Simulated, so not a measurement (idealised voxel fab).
process module | voxel gate over fins
The width of the displayed cross-section, cut, is 170 nm; its cells are square, with a size of 5 nm.
Throughout this document, each cross-section is represented as a grid of square cells and is presented as a sequence of bands enumerated from the top downward, where a band comprises one or more rows of cells.
In this notation a band is specified by the heights of its top and bottom, in that order and in nm, after which its materials appear from left to right, each paired with its width in nm. The word "edge to edge" attached to a single material means that material fills the band from edge to edge; the word "empty" stands for empty space.
Heights from 0 (as-received wafer is one material below). Bottom band endless downward, as "0 nm and below".
Width "30->40": first value at the band's top row of cells, second value at its bottom row, equal change from row to row.
The designation "left unchanged", where it is given for a processing step, indicates that no cell of the cross-section was altered in the course of that step.
Entry "Enclosed voids" = empty spaces >= 8 cells with no open way to the top; each as width x height at distance, distance from left edge, all nm.
Step line, after settings: the simulator's comment on this step.
overlay nm: mask offset rightward from planned place, masked step; negative means leftward offset.
## These are the steps we planned for the process
| 1 | op RECEIVE | material Si |
| 2 | op CONFORMAL_DEP | material SiN | thk nm 5 |
| 3 | op DIRECTIONAL_DEP | material aC | thk nm 15 |
| 4 | op PATTERN | tone cover | mask id FINS | material resist | width nm 15 | pitch nm 50 | thk nm 30 | overlay nm 0 |
| 5 | op DIRECTIONAL_ETCH | etch materials aC | depth nm 15 |
| 6 | op STRIP | etch materials resist |
| 7 | op DIRECTIONAL_ETCH | etch materials SiN | depth nm 5 |
| 8 | op DIRECTIONAL_ETCH | etch materials Si | depth nm 30 |
| 9 | op STRIP | etch materials aC |
| 10 | op FILL_DEP | material SiO2 | thk nm 5 |
| 11 | op CMP | height nm 5 |
| 12 | op DIRECTIONAL_DEP | material aC | thk nm 10 |
| 13 | op PATTERN | tone open | mask id RAIL | material resist | width nm 15 | thk nm 30 | overlay nm 0 |
| 14 | op DIRECTIONAL_ETCH | etch materials aC | depth nm 10 |
| 15 | op STRIP | etch materials resist |
| 16 | op DIRECTIONAL_ETCH | etch materials SiO2 | depth nm 30 |
| 17 | op STRIP | etch materials aC |
| 18 | op CONFORMAL_DEP | material TiN | thk nm 5 |
| 19 | op FILL_DEP | material W | thk nm 5 |
| 20 | op CMP | height nm 5 |
| 21 | op SELECTIVE_ETCH | etch materials W Ru TiN | depth nm 25 |
| 22 | op FILL_DEP | material SiO2 | thk nm 5 |
| 23 | op CMP | height nm 5 |
| 24 | op SELECTIVE_ETCH | etch materials SiO2 | depth nm 20 |
| 25 | op STRIP | etch materials SiN |
| 26 | op CONFORMAL_DEP | material HfO2 | thk nm 5 |
| 27 | op CONFORMAL_DEP | material TiN | thk nm 5 |
| 28 | op FILL_DEP | material W | thk nm 10 |
| 29 | op CMP | height nm 15 |
| 30 | op CONFORMAL_DEP | material SiN | thk nm 10 |
## Cross-section: wafer on arrival = after step 1
> 0 nm and below: Si edge to edge
> Enclosed voids: none
## Same starting wafer, same plan as above, one mistake in the execution; this is the cross-section at the end of the module
> 25 nm to 15 nm: SiN edge to edge
> 15 nm to 10 nm: W edge to edge
> 10 nm to 5 nm: W 40 nm / TiN 35 nm / W 15 nm / TiN 35 nm / W 45 nm
> 5 nm to 0 nm: W 40 nm / TiN 5 nm / HfO2 25 nm / TiN 5 nm / W 15 nm / TiN 5 nm / HfO2 25 nm / TiN 5 nm / W 45 nm
> 0 nm to -5 nm: W 40 nm / TiN 5 nm / HfO2 5 nm / Si 15 nm / HfO2 5 nm / TiN 5 nm / W 15 nm / TiN 5 nm / HfO2 5 nm / Si 15 nm / HfO2 5 nm / TiN 5 nm / W 45 nm
> -5 nm to -10 nm: TiN 45 nm / HfO2 5 nm / Si 15 nm / HfO2 5 nm / TiN 25 nm / HfO2 5 nm / Si 15 nm / HfO2 5 nm / TiN 50 nm
> -10 nm to -15 nm: HfO2 50 nm / Si 15 nm / HfO2 35 nm / Si 15 nm / HfO2 55 nm
> -15 nm to -20 nm: SiO2 50 nm / Si 15 nm / SiO2 35 nm / Si 15 nm / SiO2 55 nm
> -20 nm to -25 nm: SiO2 50 nm / Si 15 nm / SiO2 5 nm / TiN 25 nm / SiO2 5 nm / Si 15 nm / SiO2 55 nm
> -25 nm to -30 nm: SiO2 50 nm / Si 15 nm / SiO2 35 nm / Si 15 nm / SiO2 55 nm
> -30 nm and below: Si edge to edge
> Enclosed voids: none
Heads up, the wafer didn't run the way we planned it: heads up, step 13 didn't go per plan, it actually ran as op PATTERN | tone open | mask id RAIL | material resist | width nm 25 | thk nm 30 | overlay nm 0
